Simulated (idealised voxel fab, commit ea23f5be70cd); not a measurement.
process module | voxel local oxidation
cross-section cut | 265 nm wide | cells 5 nm
A cross-section is a grid of square cells, given in bands from the top down. A band is one or more rows of cells.
Each band's line starts with the height of the band's top and of its bottom, in nm. Then come its materials from left to right, each with its width in nm. One material with "throughout" fills the band from edge to edge. "air" is empty space.
Height 0 is the level under which the wafer as received is all one material. The lowest band goes on downwards, as in "0 down".
A width such as "30 to 40" changes by the same amount from each row of cells to the next, from the band's top row to its bottom row.
"no change" after a step means that no cell of the cross-section changed.
closed voids: empty space of 8 cells or more with no open way to the top, each as width x height at its distance from the left edge, in nm
after a step's settings: what the simulator itself notes on the step
overlay nm, on a step with a mask: how far to the right of its planned place the mask lay; to the left if negative
plan
1 op RECEIVE | material Si
2 op CONFORMAL_DEP | material SiO2 | thk nm 5
3 op CONFORMAL_DEP | material SiN | thk nm 15
4 op MASKED_ETCH | tone cover | mask id ACTIVE | width nm 95 | pitch nm 120 | etch materials SiN | depth nm 15 | overlay nm 0
5 op SELECTIVE_ETCH | etch materials SiO2 | depth nm 5
6 op OXIDIZE | depth nm 10
7 op STRIP | etch materials SiN
as received, after step 1
  0 down: Si throughout
  closed voids: none
first wafer at the end, as planned
  5 to 0: air 30 | SiO2 85 | air 35 | SiO2 85 | air 30
  0 to -10: SiO2 40 | Si 65 | SiO2 55 | Si 65 | SiO2 40
  -10 down: Si throughout
  closed voids: none
second wafer at the end: like start, like plan, one mistake
  5 to 0: air 25 | SiO2 95 | air 25 | SiO2 95 | air 25
  0 to -10: SiO2 35 | Si 75 | SiO2 45 | Si 75 | SiO2 35
  -10 down: Si throughout
  closed voids: none
what went wrong: step 4 ran as: op MASKED_ETCH | tone cover | mask id ACTIVE | width nm 105 | pitch nm 120 | etch materials SiN | depth nm 15 | overlay nm 0
at the end the second wafer has, in cells: 8 more of Si | 4 fewer of SiO2
